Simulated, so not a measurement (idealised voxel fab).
The following is a process module called voxel tone inversion.
cross-section cut | 295 nm wide | cells 5 nm
Notation: cross-section as square-cell grid; stated in bands, top first, going down; one or more cell rows per band.
A band entry consists of two parts. The first gives the height of the band's top and the height of its bottom, in nm. The rest lists the band's materials from left to right, each with its width in nm. A single material labelled with the word "throughout" fills the band from edge to edge, and the word "air" marks empty space.
Basically, 0 is our baseline, since under it the wafer straight out of the box is all one material. The bottom band has no lower end and keeps on going down, so it looks like "from 0 down".
The width entry "30 to 40" should be interpreted row by row: the top row of cells in the band takes the first number, the bottom row takes the second number, and the change between adjacent rows is uniform throughout.
"no change" (step): cross-section cells unchanged, all of them.
Each empty space that has no open way to the top and spans at least 8 cells appears under "Sealed void listing" as width x height at distance, the distance counted from the left edge, all in nm.
Whatever follows a step's settings on its line is a remark the simulator itself makes about that step.
The line of a step may include "overlay nm". On a step with a mask, this value is how far to the right of its planned place the mask lay. A negative value means the mask lay to the left.

# Set out below are the planned steps of the process
1. op RECEIVE | material Si
2. op CONFORMAL_DEP | material SiN | thk nm 5
3. op DIRECTIONAL_DEP | material polySi | thk nm 15
4. op PATTERN | tone cover | mask id POSTS | material resist | width nm 15 | pitch nm 40 | thk nm 25 | overlay nm 0
5. op DIRECTIONAL_ETCH | etch materials polySi | depth nm 15
6. op STRIP | etch materials resist
7. op FILL_DEP | material lowk | thk nm 5
8. op CMP | height nm 25
9. op STRIP | etch materials polySi
10. op CONFORMAL_DEP | material TiN | thk nm 5
11. op FILL_DEP | material Ru | thk nm 5
12. op CMP | height nm 25
13. op CONFORMAL_DEP | material SiN | thk nm 5
The value of thk nm given for step 2 in the plan refers to the first wafer; the wafers vary in this setting and are alike at the start.

# First wafer of several, as received: cross-section after step 1
> from 0 down = Si throughout
> Sealed void listing: none

# Cross-section after step 13, the final step of the module, for the first of several wafers
> from 30 to 25 = SiN throughout
> from 25 to 20 = lowk throughout
> from 20 to 5 = 120 of lowk | 15 of polySi | 25 of lowk | 15 of polySi | 120 of lowk
> from 5 to 0 = SiN throughout
> from 0 down = Si throughout
> Sealed void listing: none

# Cross-section, last wafer, module completion
> from 30 to 0 = SiN throughout
> from 0 down = Si throughout
> Sealed void listing: none

# Every row in this table is a wafer at the end of the module, and it gives, for each of the materials, the cells that wafer has gained (+) or lost (-) since it was received, then its closed voids
thk nm 5 | +118 SiN | +218 lowk | +18 polySi | Sealed void listing: none
thk nm 10 | +4 Ru | +177 SiN | +14 TiN | +159 lowk | Sealed void listing: none
thk nm 15 | +2 Ru | +236 SiN | +10 TiN | +106 lowk | Sealed void listing: none
thk nm 20 | +295 SiN | +6 TiN | +53 lowk | Sealed void listing: none
thk nm 25 | +354 SiN | Sealed void listing: none
